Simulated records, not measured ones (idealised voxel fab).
This is a process module. Its name is voxel ribs on slabs.
Each square cell in cross-section cut measures 5 nm, and the section as a whole is 270 nm wide.
Heads up, the way a cross-section reads in here is a grid of square cells, handed over as bands from the top down, with every band being one or more rows of cells. Top, bottom (nm), then materials left to right with widths (nm); lone material tagged "full width" fills the whole band edge to edge; "blank" = empty space. Height reference: 0 = level under which incoming wafer is all one material. Lowest band: no bottom, runs on downward, e.g. "z 0 and below". The expression "30..40" gives the width at the extremes of the band, the first number at its top row of cells and the second at its bottom row, with the width changing by equal amounts from each row to the next in between. Reading "remains unaltered" for a step: not a cell of the cross-section changed in it. In the "Closed void catalog" entry, you get each enclosed empty space of 8 cells or more, one with no open way to the top, written width x height at distance, distance from the left edge, in nm. Past the settings on a step's line: simulator remark, on that step. "overlay nm", when on a step's line for a step with a mask, measures how far to the right of its planned place the mask lay; a negative measure means to the left. Heads up before you read on: it's before/after pairs around one process step each, after side only down to the lowest band that changed, step plus settings under the pair. Pairs can be from different runs of this module, same starting wafer, so only chain a pair onto the one above if its "before" entry says so.

before
	z 85 to 70 | aC full width
	z 70 to 65 | TiN full width
	z 65 to 45 | SiO2 full width
	z 45 to 30 | SiO2 120 nm  SiN 30 nm  SiO2 120 nm
	z 30 to 25 | SiO2 95 nm  SiN 80 nm  SiO2 95 nm
	z 25 to 0 | SiO2 full width
	z 0 and below | Si full width
	Closed void catalog: none

Sectional View, Post-Process
	z 120 to 85 | resist 115 nm  blank 40 nm  resist 115 nm
	Lower than 85, everything is as it was.
	Closed void catalog: none
For reference, the processing step occurring between the two cross-sections presented above is as follows: PATTERN with tone open, mask id HEATER, material resist, width nm 40, thk nm 35, overlay nm 0

before: = after-state of the pair above.

Sectional View, Post-Process
	z 105 to 85 | resist 115 nm  blank 40 nm  resist 115 nm
	z 85 to 70 | aC 115 nm  blank 40 nm  aC 115 nm
	Lower than 70, everything is as it was.
	Closed void catalog: none
For reference, the processing step occurring between the two cross-sections presented above is as follows: DIRECTIONAL_ETCH with etch materials aC, depth nm 15

before: = after-state of the pair above.

Sectional View, Post-Process
	z 85 to 70 | aC 115 nm  blank 40 nm  aC 115 nm
	Lower than 70, everything is as it was.
	Closed void catalog: none
For reference, the processing step occurring between the two cross-sections presented above is as follows: STRIP with etch materials resist

before: = after-state of the pair above.

Sectional View, Post-Process
	z 85 to 70 | aC 115 nm  blank 40 nm  aC 115 nm
	z 70 to 65 | TiN 115 nm  blank 40 nm  TiN 115 nm
	Lower than 65, everything is as it was.
	Closed void catalog: none
For reference, the processing step occurring between the two cross-sections presented above is as follows: DIRECTIONAL_ETCH with etch materials TiN, depth nm 5

before: = after-state of the pair above.

Sectional View, Post-Process
	z 70 to 65 | TiN 115 nm  blank 40 nm  TiN 115 nm
	Lower than 65, everything is as it was.
	Closed void catalog: none
For reference, the processing step occurring between the two cross-sections presented above is as follows: STRIP with etch materials aC

before: = after-state of the pair above.

Sectional View, Post-Process
	z 80 to 75 | SiO2 125 nm  blank 20 nm  SiO2 125 nm
	z 75 to 70 | SiO2 full width
	z 70 to 65 | TiN 115 nm  SiO2 40 nm  TiN 115 nm
	Lower than 65, everything is as it was.
	Closed void catalog: none
For reference, the processing step occurring between the two cross-sections presented above is as follows: CONFORMAL_DEP with material SiO2, thk nm 10
